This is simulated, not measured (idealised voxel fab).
Presented below is a process module, voxel self aligned vias.
Section cut is 300 nm wide and gridded with 5 nm square cells.
The cross-sections in this document take the form of a grid made of square cells. They are written out as bands, in order from top to bottom. Each band consists of one or more rows of cells. Band: top and bottom heights (nm) first, top before bottom; then materials from left to right, widths in nm. "edge to edge" marks a sole material filling the band edge to edge. "empty" denotes empty space. Convention: height 0 is the level below which the wafer, as received, is all one material. The lowest band does not terminate at the bottom but continues downward, represented as "from 0 down". With a width like "30->40", each row of cells in the band differs from the next by the same amount, the top row carrying the first number and the bottom row the second. The designation "nothing altered", where it is given for a processing step, indicates that no cell of the cross-section was altered in the course of that step. So "Catalogued sealed voids" is basically the list of trapped voids: any empty space of 8 cells or more that can't reach the top through an opening. They're written width x height at distance, the distance being from the left edge, and it's all nm. after a step's settings: what the simulator itself notes on the step. overlay nm: mask offset rightward from planned place, masked step; negative means leftward offset.

This section lists the process steps that were planned
1) RECEIVE,material Si
2) CONFORMAL_DEP,material SiO2,thk nm 15
3) CONFORMAL_DEP,material SiCN,thk nm 5
4) DIRECTIONAL_DEP,material lowk,thk nm 20
5) DIRECTIONAL_DEP,material aC,thk nm 10
6) PATTERN,tone open,mask id LINES,material resist,width nm 20,pitch nm 60,thk nm 30,overlay nm 0
7) DIRECTIONAL_ETCH,etch materials aC,depth nm 10
8) STRIP,etch materials resist
9) DIRECTIONAL_ETCH,etch materials lowk,depth nm 20
10) STRIP,etch materials aC
11) CONFORMAL_DEP,material TiN,thk nm 5
12) FILL_DEP,material W,thk nm 5
13) CMP,height nm 40
14) SELECTIVE_ETCH,etch materials W Ru TiN,depth nm 10
15) FILL_DEP,material SiN,thk nm 10
16) CMP,height nm 40
17) DIRECTIONAL_DEP,material lowk,thk nm 15
18) PATTERN,tone open,mask id VIAS,material resist,width nm 40,pitch nm 60,thk nm 20,overlay nm 0
19) DIRECTIONAL_ETCH,etch materials lowk,depth nm 15
20) DIRECTIONAL_ETCH,etch materials SiN,depth nm 10
21) STRIP,etch materials resist
22) CONFORMAL_DEP,material TiN,thk nm 5
23) FILL_DEP,material W,thk nm 5
24) CMP,height nm 55
25) CONFORMAL_DEP,material SiN,thk nm 5

Shown in cross-section is the wafer as received, that is, as it stands after step 1
    from 0 down = Si edge to edge
    Catalogued sealed voids: none

Wafer cross-section at end of module: start and plan as shown above, one execution error
    from 60 to 55 = SiN edge to edge
    from 55 to 45 = lowk (100); TiN (5); W (30); TiN (5); lowk (20); TiN (5); W (30); TiN (5); lowk (100)
    from 45 to 35 = lowk (100); TiN (5); W (10); TiN (25->5); lowk (20->40); TiN (5); W (10); TiN (25->5); lowk (100->120)
    from 35 to 30 = lowk (100); TiN (20); lowk (40); TiN (20); lowk (120)
    from 30 to 25 = lowk (100); TiN (5); W (10); TiN (5); lowk (40); TiN (5); W (10); TiN (5); lowk (120)
    from 25 to 20 = lowk (100); TiN (20); lowk (40); TiN (20); lowk (120)
    from 20 to 15 = SiCN edge to edge
    from 15 to 0 = SiO2 edge to edge
    from 0 down = Si edge to edge
    Catalogued sealed voids: none
What went wrong in running the wafer? step 6 ran differently from the plan; actual operation with settings: PATTERN,tone open,mask id LINES,material resist,width nm 20,pitch nm 60,thk nm 30,overlay nm -10
